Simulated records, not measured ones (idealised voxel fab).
process module | voxel self aligned vias
cross-section cut | 275 nm wide | cells 5 nm
A cross-section is a grid of square cells, given in bands from the top down. A band is one or more rows of cells.
Each band's line starts with the height of the band's top and of its bottom, in nm. Then come its materials from left to right, each with its width in nm. One material with "throughout" fills the band from edge to edge. "air" is empty space.
Height 0 is the level under which the wafer as received is all one material. The lowest band goes on downwards, as in "0 down".
A width such as "30 to 40" changes by the same amount from each row of cells to the next, from the band's top row to its bottom row.
"no change" after a step means that no cell of the cross-section changed.
closed voids: empty space of 8 cells or more with no open way to the top, each as width x height at its distance from the left edge, in nm
after a step's settings: what the simulator itself notes on the step
overlay nm, on a step with a mask: how far to the right of its planned place the mask lay; to the left if negative
plan
1 op RECEIVE | material Si
2 op CONFORMAL_DEP | material SiO2 | thk nm 15
3 op CONFORMAL_DEP | material SiCN | thk nm 5
4 op DIRECTIONAL_DEP | material SiO2 | thk nm 20
5 op MASKED_ETCH | tone open | mask id LINES | width nm 30 | pitch nm 55 | etch materials SiO2 | depth nm 20 | overlay nm 0
6 op CONFORMAL_DEP | material TiN | thk nm 5
7 op FILL_DEP | material Ru | thk nm 10
8 op CMP | height nm 40
9 op SELECTIVE_ETCH | etch materials W Ru TiN | depth nm 10
10 op FILL_DEP | material SiN | thk nm 10
11 op CMP | height nm 40
12 op DIRECTIONAL_DEP | material SiO2 | thk nm 20
13 op PATTERN | tone open | mask id VIAS | material resist | width nm 40 | pitch nm 110 | thk nm 20 | overlay nm 0
14 op DIRECTIONAL_ETCH | etch materials SiO2 | depth nm 20
15 op DIRECTIONAL_ETCH | etch materials SiN | depth nm 10
16 op STRIP | etch materials resist
17 op CONFORMAL_DEP | material TiN | thk nm 5
18 op FILL_DEP | material W | thk nm 5
19 op CMP | height nm 60
20 op CONFORMAL_DEP | material SiCN | thk nm 5
as received, after step 1
  0 down: Si throughout
  closed voids: none
a wafer at the end: this start, this plan, one mistake
  65 to 60: SiCN throughout
  60 to 45: SiO2 60 | TiN 5 | W 30 | TiN 5 | SiO2 70 | TiN 5 | W 30 | TiN 5 | SiO2 65
  45 to 40: SiO2 60 | TiN 15 | W 10 | TiN 15 | SiO2 70 | TiN 15 | W 10 | TiN 15 | SiO2 65
  40 to 35: SiO2 70 | TiN 5 | W 10 | TiN 5 | SiO2 35 | SiN 20 | SiO2 35 | TiN 5 | W 10 | TiN 5 | SiO2 75
  35 to 30: SiO2 70 | TiN 20 | SiO2 35 | SiN 20 | SiO2 35 | TiN 20 | SiO2 75
  30 to 25: SiO2 70 | TiN 5 | Ru 10 | TiN 5 | SiO2 35 | TiN 5 | Ru 10 | TiN 5 | SiO2 35 | TiN 5 | Ru 10 | TiN 5 | SiO2 75
  25 to 20: SiO2 70 | TiN 20 | SiO2 35 | TiN 20 | SiO2 35 | TiN 20 | SiO2 75
  20 to 15: SiCN throughout
  15 to 0: SiO2 throughout
  0 down: Si throughout
  closed voids: none
what went wrong: step 5 ran as: op MASKED_ETCH | tone open | mask id LINES | width nm 20 | pitch nm 55 | etch materials SiO2 | depth nm 20 | overlay nm 0
